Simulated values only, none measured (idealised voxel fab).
The document below concerns the process module designated voxel lift off.
Section shown: cut. Width: 275 nm. Cell size: 5 nm, square.
Throughout this document, each cross-section is represented as a grid of square cells and is presented as a sequence of bands enumerated from the top downward, where a band comprises one or more rows of cells. In this notation a band is specified by the heights of its top and bottom, in that order and in nm, after which its materials appear from left to right, each paired with its width in nm. The word "throughout" attached to a single material means that material fills the band from edge to edge; the word "air" stands for empty space. Beneath 0, the wafer as received is one material, and that level is where height counting begins. The lowest band goes on downward without a bottom; it is written like "0 -> down". It should be noted that a width expressed as "30->40" varies in equal increments from row to row of cells within the band, taking the value of the first number at the top row and that of the second number at the bottom row. You'll sometimes find "no change" written for a step, and that's the way of saying that nowhere in the cross-section did a cell change during that step. Heads up: "Enclosed void inventory" only lists the empty pockets with no open path to the top that are 8 cells or more, and it writes them as width x height at distance, distance from the left edge, in nm. If you see something after the settings on a step's line, that's the simulator's own remark about that step. Steps that use a mask can have "overlay nm" on their line. It says how far the mask sat to the right of where it was meant to be. Negative means to the left. Pairs ahead. Before: cross-section ahead of one process step. After: cross-section once the step is done, shown to the lowest changed band only. Under each pair: that step, with settings. Caution: pairs may come from different runs of this module on the same starting wafer; a pair follows the pair above only where its "Before the process" entry says so.

Before the process:
> 0 -> down: Si throughout
> Enclosed void inventory: none

Resultant Cross-Section:
> 15 -> 0: Al2O3 throughout
> Everything under 0 stays put, no change at all.
> Enclosed void inventory: none
So what happens between those two cross-sections up there? CONFORMAL_DEP | material Al2O3 | thk nm 15

Before the process: taken from the pair above, after panel.

Resultant Cross-Section:
> 40 -> 15: 75 nm resist, 30 nm air, 15 nm resist, 30 nm air, 15 nm resist, 30 nm air, 80 nm resist
> Everything under 15 stays put, no change at all.
> Enclosed void inventory: none
So what happens between those two cross-sections up there? PATTERN | tone open | mask id LINES | material resist | width nm 30 | pitch nm 45 | thk nm 25 | overlay nm 0

Before the process: taken from the pair above, after panel.

Resultant Cross-Section:
> 50 -> 40: 75 nm Ru, 30 nm air, 15 nm Ru, 30 nm air, 15 nm Ru, 30 nm air, 80 nm Ru
> 40 -> 25: 75 nm resist, 30 nm air, 15 nm resist, 30 nm air, 15 nm resist, 30 nm air, 80 nm resist
> 25 -> 15: 75 nm resist, 30 nm Ru, 15 nm resist, 30 nm Ru, 15 nm resist, 30 nm Ru, 80 nm resist
> Everything under 15 stays put, no change at all.
> Enclosed void inventory: none
So what happens between those two cross-sections up there? DIRECTIONAL_DEP | material Ru | thk nm 10

Before the process: taken from the pair above, after panel.

Resultant Cross-Section:
> 25 -> 15: 75 nm air, 30 nm Ru, 15 nm air, 30 nm Ru, 15 nm air, 30 nm Ru, 80 nm air
> Everything under 15 stays put, no change at all.
> Enclosed void inventory: none
So what happens between those two cross-sections up there? STRIP | etch materials resist

Before the process: taken from the pair above, after panel.

Resultant Cross-Section:
> 35 -> 25: 65 nm air, 140 nm SiN, 70 nm air
> 25 -> 15: 75 nm SiN, 30 nm Ru, 15 nm SiN, 30 nm Ru, 15 nm SiN, 30 nm Ru, 80 nm SiN
> Everything under 15 stays put, no change at all.
> Enclosed void inventory: none
So what happens between those two cross-sections up there? CONFORMAL_DEP | material SiN | thk nm 10

Before the process:
> 40 -> 15: 75 nm resist, 30 nm air, 15 nm resist, 30 nm air, 15 nm resist, 30 nm air, 80 nm resist
> 15 -> 0: Al2O3 throughout
> 0 -> down: Si throughout
> Enclosed void inventory: none

Resultant Cross-Section:
> 15 -> 0: Al2O3 throughout
> Everything under 0 stays put, no change at all.
> Enclosed void inventory: none
So what happens between those two cross-sections up there? STRIP | etch materials resist

Before the process: taken from the pair above, after panel.

Resultant Cross-Section:
> 25 -> 15: SiN throughout
> Everything under 15 stays put, no change at all.
> Enclosed void inventory: none
So what happens between those two cross-sections up there? CONFORMAL_DEP | material SiN | thk nm 10

Before the process:
> 15 -> 0: Al2O3 throughout
> 0 -> down: Si throughout
> Enclosed void inventory: none

Resultant Cross-Section:
> 30 -> 0: Al2O3 throughout
> Everything under 0 stays put, no change at all.
> Enclosed void inventory: none
So what happens between those two cross-sections up there? CONFORMAL_DEP | material Al2O3 | thk nm 15

Before the process: taken from the pair above, after panel.

Resultant Cross-Section:
> 55 -> 30: 75 nm resist, 30 nm air, 15 nm resist, 30 nm air, 15 nm resist, 30 nm air, 80 nm resist
> Everything under 30 stays put, no change at all.
> Enclosed void inventory: none
So what happens between those two cross-sections up there? PATTERN | tone open | mask id LINES | material resist | width nm 30 | pitch nm 45 | thk nm 25 | overlay nm 0

Before the process: taken from the pair above, after panel.

Resultant Cross-Section:
> 65 -> 55: 75 nm Ru, 30 nm air, 15 nm Ru, 30 nm air, 15 nm Ru, 30 nm air, 80 nm Ru
> 55 -> 40: 75 nm resist, 30 nm air, 15 nm resist, 30 nm air, 15 nm resist, 30 nm air, 80 nm resist
> 40 -> 30: 75 nm resist, 30 nm Ru, 15 nm resist, 30 nm Ru, 15 nm resist, 30 nm Ru, 80 nm resist
> Everything under 30 stays put, no change at all.
> Enclosed void inventory: none
So what happens between those two cross-sections up there? DIRECTIONAL_DEP | material Ru | thk nm 10

Before the process: taken from the pair above, after panel.

Resultant Cross-Section:
> 40 -> 30: 75 nm air, 30 nm Ru, 15 nm air, 30 nm Ru, 15 nm air, 30 nm Ru, 80 nm air
> Everything under 30 stays put, no change at all.
> Enclosed void inventory: none
So what happens between those two cross-sections up there? STRIP | etch materials resist

Before the process: taken from the pair above, after panel.

Resultant Cross-Section:
> 50 -> 40: 65 nm air, 140 nm SiN, 70 nm air
> 40 -> 30: 75 nm SiN, 30 nm Ru, 15 nm SiN, 30 nm Ru, 15 nm SiN, 30 nm Ru, 80 nm SiN
> Everything under 30 stays put, no change at all.
> Enclosed void inventory: none
So what happens between those two cross-sections up there? CONFORMAL_DEP | material SiN | thk nm 10

Before the process:
> 0 -> down: Si throughout
> Enclosed void inventory: none

Resultant Cross-Section:
> 20 -> 0: Al2O3 throughout
> Everything under 0 stays put, no change at all.
> Enclosed void inventory: none
So what happens between those two cross-sections up there? CONFORMAL_DEP | material Al2O3 | thk nm 20

Before the process: taken from the pair above, after panel.

Resultant Cross-Section:
> 45 -> 20: 75 nm resist, 30 nm air, 15 nm resist, 30 nm air, 15 nm resist, 30 nm air, 80 nm resist
> Everything under 20 stays put, no change at all.
> Enclosed void inventory: none
So what happens between those two cross-sections up there? PATTERN | tone open | mask id LINES | material resist | width nm 30 | pitch nm 45 | thk nm 25 | overlay nm 0

Before the process: taken from the pair above, after panel.

Resultant Cross-Section:
> 55 -> 45: 75 nm Ru, 30 nm air, 15 nm Ru, 30 nm air, 15 nm Ru, 30 nm air, 80 nm Ru
> 45 -> 30: 75 nm resist, 30 nm air, 15 nm resist, 30 nm air, 15 nm resist, 30 nm air, 80 nm resist
> 30 -> 20: 75 nm resist, 30 nm Ru, 15 nm resist, 30 nm Ru, 15 nm resist, 30 nm Ru, 80 nm resist
> Everything under 20 stays put, no change at all.
> Enclosed void inventory: none
So what happens between those two cross-sections up there? DIRECTIONAL_DEP | material Ru | thk nm 10

Before the process: taken from the pair above, after panel.

Resultant Cross-Section:
> 30 -> 20: 75 nm air, 30 nm Ru, 15 nm air, 30 nm Ru, 15 nm air, 30 nm Ru, 80 nm air
> Everything under 20 stays put, no change at all.
> Enclosed void inventory: none
So what happens between those two cross-sections up there? STRIP | etch materials resist

Before the process: taken from the pair above, after panel.

Resultant Cross-Section:
> 40 -> 30: 65 nm air, 140 nm SiN, 70 nm air
> 30 -> 20: 75 nm SiN, 30 nm Ru, 15 nm SiN, 30 nm Ru, 15 nm SiN, 30 nm Ru, 80 nm SiN
> Everything under 20 stays put, no change at all.
> Enclosed void inventory: none
So what happens between those two cross-sections up there? CONFORMAL_DEP | material SiN | thk nm 10

Before the process:
> 15 -> 0: Al2O3 throughout
> 0 -> down: Si throughout
> Enclosed void inventory: none

Resultant Cross-Section:
> 40 -> 15: 80 nm resist, 20 nm air, 25 nm resist, 20 nm air, 25 nm resist, 20 nm air, 85 nm resist
> Everything under 15 stays put, no change at all.
> Enclosed void inventory: none
So what happens between those two cross-sections up there? PATTERN | tone open | mask id LINES | material resist | width nm 20 | pitch nm 45 | thk nm 25 | overlay nm 0

Before the process: taken from the pair above, after panel.

Resultant Cross-Section:
> 50 -> 40: 80 nm Ru, 20 nm air, 25 nm Ru, 20 nm air, 25 nm Ru, 20 nm air, 85 nm Ru
> 40 -> 25: 80 nm resist, 20 nm air, 25 nm resist, 20 nm air, 25 nm resist, 20 nm air, 85 nm resist
> 25 -> 15: 80 nm resist, 20 nm Ru, 25 nm resist, 20 nm Ru, 25 nm resist, 20 nm Ru, 85 nm resist
> Everything under 15 stays put, no change at all.
> Enclosed void inventory: none
So what happens between those two cross-sections up there? DIRECTIONAL_DEP | material Ru | thk nm 10

Before the process: taken from the pair above, after panel.

Resultant Cross-Section:
> 25 -> 15: 80 nm air, 20 nm Ru, 25 nm air, 20 nm Ru, 25 nm air, 20 nm Ru, 85 nm air
> Everything under 15 stays put, no change at all.
> Enclosed void inventory: none
So what happens between those two cross-sections up there? STRIP | etch materials resist

Before the process: taken from the pair above, after panel.

Resultant Cross-Section:
> 35 -> 25: 70 nm air, 40 nm SiN, 5 nm air, 40 nm SiN, 5 nm air, 40 nm SiN, 75 nm air
> 25 -> 15: 80 nm SiN, 20 nm Ru, 25 nm SiN, 20 nm Ru, 25 nm SiN, 20 nm Ru, 85 nm SiN
> Everything under 15 stays put, no change at all.
> Enclosed void inventory: none
So what happens between those two cross-sections up there? CONFORMAL_DEP | material SiN | thk nm 10

Before the process:
> 15 -> 0: Al2O3 throughout
> 0 -> down: Si throughout
> Enclosed void inventory: none

Resultant Cross-Section:
> 40 -> 15: 85 nm resist, 30 nm air, 15 nm resist, 30 nm air, 15 nm resist, 30 nm air, 70 nm resist
> Everything under 15 stays put, no change at all.
> Enclosed void inventory: none
So what happens between those two cross-sections up there? PATTERN | tone open | mask id LINES | material resist | width nm 30 | pitch nm 45 | thk nm 25 | overlay nm 10

Before the process: taken from the pair above, after panel.

Resultant Cross-Section:
> 50 -> 40: 85 nm Ru, 30 nm air, 15 nm Ru, 30 nm air, 15 nm Ru, 30 nm air, 70 nm Ru
> 40 -> 25: 85 nm resist, 30 nm air, 15 nm resist, 30 nm air, 15 nm resist, 30 nm air, 70 nm resist
> 25 -> 15: 85 nm resist, 30 nm Ru, 15 nm resist, 30 nm Ru, 15 nm resist, 30 nm Ru, 70 nm resist
> Everything under 15 stays put, no change at all.
> Enclosed void inventory: none
So what happens between those two cross-sections up there? DIRECTIONAL_DEP | material Ru | thk nm 10

Before the process: taken from the pair above, after panel.

Resultant Cross-Section:
> 25 -> 15: 85 nm air, 30 nm Ru, 15 nm air, 30 nm Ru, 15 nm air, 30 nm Ru, 70 nm air
> Everything under 15 stays put, no change at all.
> Enclosed void inventory: none
So what happens between those two cross-sections up there? STRIP | etch materials resist

Before the process: taken from the pair above, after panel.

Resultant Cross-Section:
> 35 -> 25: 75 nm air, 140 nm SiN, 60 nm air
> 25 -> 15: 85 nm SiN, 30 nm Ru, 15 nm SiN, 30 nm Ru, 15 nm SiN, 30 nm Ru, 70 nm SiN
> Everything under 15 stays put, no change at all.
> Enclosed void inventory: none
So what happens between those two cross-sections up there? CONFORMAL_DEP | material SiN | thk nm 10

Before the process:
> 0 -> down: Si throughout
> Enclosed void inventory: none

Resultant Cross-Section:
> 15 -> 0: Ru throughout
> Everything under 0 stays put, no change at all.
> Enclosed void inventory: none
So what happens between those two cross-sections up there? CONFORMAL_DEP | material Ru | thk nm 15

Before the process: taken from the pair above, after panel.

Resultant Cross-Section:
> 40 -> 15: 75 nm resist, 30 nm air, 15 nm resist, 30 nm air, 15 nm resist, 30 nm air, 80 nm resist
> Everything under 15 stays put, no change at all.
> Enclosed void inventory: none
So what happens between those two cross-sections up there? PATTERN | tone open | mask id LINES | material resist | width nm 30 | pitch nm 45 | thk nm 25 | overlay nm 0

Before the process: taken from the pair above, after panel.

Resultant Cross-Section:
> 50 -> 40: 75 nm Ru, 30 nm air, 15 nm Ru, 30 nm air, 15 nm Ru, 30 nm air, 80 nm Ru
> 40 -> 25: 75 nm resist, 30 nm air, 15 nm resist, 30 nm air, 15 nm resist, 30 nm air, 80 nm resist
> 25 -> 15: 75 nm resist, 30 nm Ru, 15 nm resist, 30 nm Ru, 15 nm resist, 30 nm Ru, 80 nm resist
> Everything under 15 stays put, no change at all.
> Enclosed void inventory: none
So what happens between those two cross-sections up there? DIRECTIONAL_DEP | material Ru | thk nm 10

Before the process: taken from the pair above, after panel.

Resultant Cross-Section:
> 25 -> 15: 75 nm air, 30 nm Ru, 15 nm air, 30 nm Ru, 15 nm air, 30 nm Ru, 80 nm air
> Everything under 15 stays put, no change at all.
> Enclosed void inventory: none
So what happens between those two cross-sections up there? STRIP | etch materials resist

Before the process: taken from the pair above, after panel.

Resultant Cross-Section:
> 35 -> 25: 65 nm air, 140 nm SiN, 70 nm air
> 25 -> 15: 75 nm SiN, 30 nm Ru, 15 nm SiN, 30 nm Ru, 15 nm SiN, 30 nm Ru, 80 nm SiN
> Everything under 15 stays put, no change at all.
> Enclosed void inventory: none
So what happens between those two cross-sections up there? CONFORMAL_DEP | material SiN | thk nm 10

Before the process:
> 15 -> 0: Al2O3 throughout
> 0 -> down: Si throughout
> Enclosed void inventory: none

Resultant Cross-Section:
> 40 -> 15: 75 nm air, 30 nm resist, 15 nm air, 30 nm resist, 15 nm air, 30 nm resist, 80 nm air
> Everything under 15 stays put, no change at all.
> Enclosed void inventory: none
So what happens between those two cross-sections up there? PATTERN | tone cover | mask id LINES | material resist | width nm 30 | pitch nm 45 | thk nm 25 | overlay nm 0

Before the process: taken from the pair above, after panel.

Resultant Cross-Section:
> 50 -> 40: 75 nm air, 30 nm Ru, 15 nm air, 30 nm Ru, 15 nm air, 30 nm Ru, 80 nm air
> 40 -> 25: 75 nm air, 30 nm resist, 15 nm air, 30 nm resist, 15 nm air, 30 nm resist, 80 nm air
> 25 -> 15: 75 nm Ru, 30 nm resist, 15 nm Ru, 30 nm resist, 15 nm Ru, 30 nm resist, 80 nm Ru
> Everything under 15 stays put, no change at all.
> Enclosed void inventory: none
So what happens between those two cross-sections up there? DIRECTIONAL_DEP | material Ru | thk nm 10

Before the process: taken from the pair above, after panel.

Resultant Cross-Section:
> 25 -> 15: 75 nm Ru, 30 nm air, 15 nm Ru, 30 nm air, 15 nm Ru, 30 nm air, 80 nm Ru
> Everything under 15 stays put, no change at all.
> Enclosed void inventory: none
So what happens between those two cross-sections up there? STRIP | etch materials resist

Before the process: taken from the pair above, after panel.

Resultant Cross-Section:
> 35 -> 25: 85 nm SiN, 10 nm air, 35 nm SiN, 10 nm air, 35 nm SiN, 10 nm air, 90 nm SiN
> 25 -> 15: 75 nm Ru, 30 nm SiN, 15 nm Ru, 30 nm SiN, 15 nm Ru, 30 nm SiN, 80 nm Ru
> Everything under 15 stays put, no change at all.
> Enclosed void inventory: none
So what happens between those two cross-sections up there? CONFORMAL_DEP | material SiN | thk nm 10
